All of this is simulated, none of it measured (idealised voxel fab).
process module | voxel tone inversion
cross-section cut | 290 nm wide | cells 5 nm
A cross-section is a grid of square cells, given in bands from the top down. A band is one or more rows of cells.
Each band's line starts with the height of the band's top and of its bottom, in nm. Then come its materials from left to right, each with its width in nm. One material with "throughout" fills the band from edge to edge. "air" is empty space.
Height 0 is the level under which the wafer as received is all one material. The lowest band goes on downwards, as in "0 down".
A width such as "30 to 40" changes by the same amount from each row of cells to the next, from the band's top row to its bottom row.
"no change" after a step means that no cell of the cross-section changed.
closed voids: empty space of 8 cells or more with no open way to the top, each as width x height at its distance from the left edge, in nm
after a step's settings: what the simulator itself notes on the step
overlay nm, on a step with a mask: how far to the right of its planned place the mask lay; to the left if negative
plan
1 op RECEIVE | material Si
2 op CONFORMAL_DEP | material SiCN | thk nm 5
3 op DIRECTIONAL_DEP | material polySi | thk nm 15
4 op PATTERN | tone cover | mask id POSTS | material resist | width nm 20 | pitch nm 45 | thk nm 25 | overlay nm 0
5 op DIRECTIONAL_ETCH | etch materials polySi | depth nm 15
6 op STRIP | etch materials resist
7 op FILL_DEP | material SiO2 | thk nm 10
8 op CMP | height nm 20
9 op STRIP | etch materials polySi
first wafer, as planned
as received, after step 1
  0 down: Si throughout
  closed voids: none
after step 2
  5 to 0: SiCN throughout
  below 0: unchanged
after step 3
  20 to 5: polySi throughout
  below 5: unchanged
after step 4
  45 to 20: air 110 | resist 20 | air 25 | resist 20 | air 115
  below 20: unchanged
after step 5
  45 to 20: air 110 | resist 20 | air 25 | resist 20 | air 115
  20 to 5: air 110 | polySi 20 | air 25 | polySi 20 | air 115
  below 5: unchanged
after step 6
  20 to 5: air 110 | polySi 20 | air 25 | polySi 20 | air 115
  below 5: unchanged
after step 7
  30 to 20: SiO2 throughout
  20 to 5: SiO2 110 | polySi 20 | SiO2 25 | polySi 20 | SiO2 115
  below 5: unchanged
after step 8
  20 to 5: SiO2 110 | polySi 20 | SiO2 25 | polySi 20 | SiO2 115
  below 5: unchanged
after step 9
  20 to 5: SiO2 110 | air 20 | SiO2 25 | air 20 | SiO2 115
  below 5: unchanged
second wafer: like start, like plan, one mistake. Through step 3 it matches the first wafer
when step 4 should have ended
  45 to 20: air 105 | resist 20 | air 25 | resist 20 | air 120
  below 20: unchanged
when step 5 should have ended
  45 to 20: air 105 | resist 20 | air 25 | resist 20 | air 120
  20 to 5: air 105 | polySi 20 | air 25 | polySi 20 | air 120
  below 5: unchanged
when step 6 should have ended
  20 to 5: air 105 | polySi 20 | air 25 | polySi 20 | air 120
  below 5: unchanged
when step 7 should have ended
  30 to 20: SiO2 throughout
  20 to 5: SiO2 105 | polySi 20 | SiO2 25 | polySi 20 | SiO2 120
  below 5: unchanged
when step 8 should have ended
  20 to 5: SiO2 105 | polySi 20 | SiO2 25 | polySi 20 | SiO2 120
  below 5: unchanged
when step 9 should have ended
  20 to 5: SiO2 105 | air 20 | SiO2 25 | air 20 | SiO2 120
  below 5: unchanged
what went wrong: step 4 ran as: op PATTERN | tone cover | mask id POSTS | material resist | width nm 20 | pitch nm 45 | thk nm 25 | overlay nm -5
at the end the second wafer has, in cells: as many of each material as the first, in other places
